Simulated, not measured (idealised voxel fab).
Module name: voxel local oxidation (process module)
Displayed cross-section: cut, width of 270 nm, square cells sized 5 nm.
When this document writes out a cross-section, it uses a grid of square cells and lists it as bands, beginning at the top and moving down, with a band standing for one or more rows of cells. This entry defines a band. It first specifies the height of the band's top and the height of its bottom in nm, and then specifies the band's materials from left to right, stating each material with its width in nm. The word "full width" identifies a single material that fills the band from edge to edge, while the word "blank" identifies empty space. Measure heights from 0. That's the level where, below it, the as-received wafer is all one material. The lowest band is bottomless and extends downward; write it as in "top 0, no bottom". It should be noted that a width expressed as "30 to 40" varies in equal increments from row to row of cells within the band, taking the value of the first number at the top row and that of the second number at the bottom row. "remained unchanged" (step): cross-section cells unchanged, all of them. For the entry "Unvented cavities", the listed items are empty spaces with no open way to the top whose size is 8 cells or more; each item follows the pattern width x height at distance, where distance is from the left edge and all three are in nm. Where a step's line continues beyond its settings, the continuation is a remark by the simulator itself on that step. You can add "overlay nm" to a step's line. For a step with a mask, it describes how far the mask lay to the right of its planned position, and a negative number describes a lay to the left.
-- Planned step list for the process
1. RECEIVE (material Si)
2. CONFORMAL_DEP (material SiO2; thk nm 5)
3. CONFORMAL_DEP (material SiN; thk nm 10)
4. PATTERN (tone cover; mask id ACTIVE; material resist; width nm 110; thk nm 20; overlay nm 0)
5. DIRECTIONAL_ETCH (etch materials SiN; depth nm 10)
6. STRIP (etch materials resist)
7. SELECTIVE_ETCH (etch materials SiO2; depth nm 5)
8. OXIDIZE (depth nm 10)
9. STRIP (etch materials SiN)
-- Wafer, first of two, run as planned
-- Incoming wafer, cross-sectional view, post step 1
> top 0, no bottom | Si full width
> Unvented cavities: none
-- Cross-section of the wafer subsequent to step 2
> top 5, bottom 0 | SiO2 full width
> Below 0, the layers are the same as they were.
-- Cross-section of the wafer subsequent to step 3
> top 15, bottom 5 | SiN full width
> Below 5, the layers are the same as they were.
-- Cross-section of the wafer subsequent to step 4
> top 35, bottom 15 | 80 nm blank, then 110 nm resist, then 80 nm blank
> Below 15, the layers are the same as they were.
-- Cross-section of the wafer subsequent to step 5
> top 35, bottom 15 | 80 nm blank, then 110 nm resist, then 80 nm blank
> top 15, bottom 5 | 80 nm blank, then 110 nm SiN, then 80 nm blank
> Below 5, the layers are the same as they were.
-- Cross-section of the wafer subsequent to step 6
> top 15, bottom 5 | 80 nm blank, then 110 nm SiN, then 80 nm blank
> Below 5, the layers are the same as they were.
-- Cross-section of the wafer subsequent to step 7
> top 15, bottom 5 | 80 nm blank, then 110 nm SiN, then 80 nm blank
> top 5, bottom 0 | 85 nm blank, then 100 nm SiO2, then 85 nm blank
> Below 0, the layers are the same as they were.
-- Cross-section of the wafer subsequent to step 8
> top 15, bottom 5 | 80 nm blank, then 110 nm SiN, then 80 nm blank
> top 5, bottom 0 | 85 nm blank, then 100 nm SiO2, then 85 nm blank
> top 0, bottom -10 | 95 nm SiO2, then 80 nm Si, then 95 nm SiO2
> Below -10, the layers are the same as they were.
-- Cross-section of the wafer subsequent to step 9
> top 5, bottom 0 | 85 nm blank, then 100 nm SiO2, then 85 nm blank
> Below 0, the layers are the same as they were.
-- Second wafer, same starting conditions and recipe as the first, one mistake in executing it, nothing differs from the first up to and including step 1
What the second wafer looks like in cross-section when step 2 should have wrapped up: remained unchanged
-- What the second wafer looks like in cross-section when step 3 should have wrapped up
> top 10, bottom 0 | SiN full width
> Below 0, the layers are the same as they were.
-- What the second wafer looks like in cross-section when step 4 should have wrapped up
> top 30, bottom 10 | 80 nm blank, then 110 nm resist, then 80 nm blank
> Below 10, the layers are the same as they were.
-- What the second wafer looks like in cross-section when step 5 should have wrapped up
> top 30, bottom 10 | 80 nm blank, then 110 nm resist, then 80 nm blank
> top 10, bottom 0 | 80 nm blank, then 110 nm SiN, then 80 nm blank
> Below 0, the layers are the same as they were.
-- What the second wafer looks like in cross-section when step 6 should have wrapped up
> top 10, bottom 0 | 80 nm blank, then 110 nm SiN, then 80 nm blank
> Below 0, the layers are the same as they were.
What the second wafer looks like in cross-section when step 7 should have wrapped up: remained unchanged
-- What the second wafer looks like in cross-section when step 8 should have wrapped up
> top 10, bottom 0 | 80 nm blank, then 110 nm SiN, then 80 nm blank
> top 0, bottom -10 | 90 nm SiO2, then 90 nm Si, then 90 nm SiO2
> Below -10, the layers are the same as they were.
-- What the second wafer looks like in cross-section when step 9 should have wrapped up
> top 0, bottom -10 | 90 nm SiO2, then 90 nm Si, then 90 nm SiO2
> Below -10, the layers are the same as they were.
Error vs. plan: it should be noted that step 2 of the plan was omitted and was not performed
Final wafer comparison in cells, second versus first, more or fewer per material: Si: 4 more, SiO2: 24 fewer
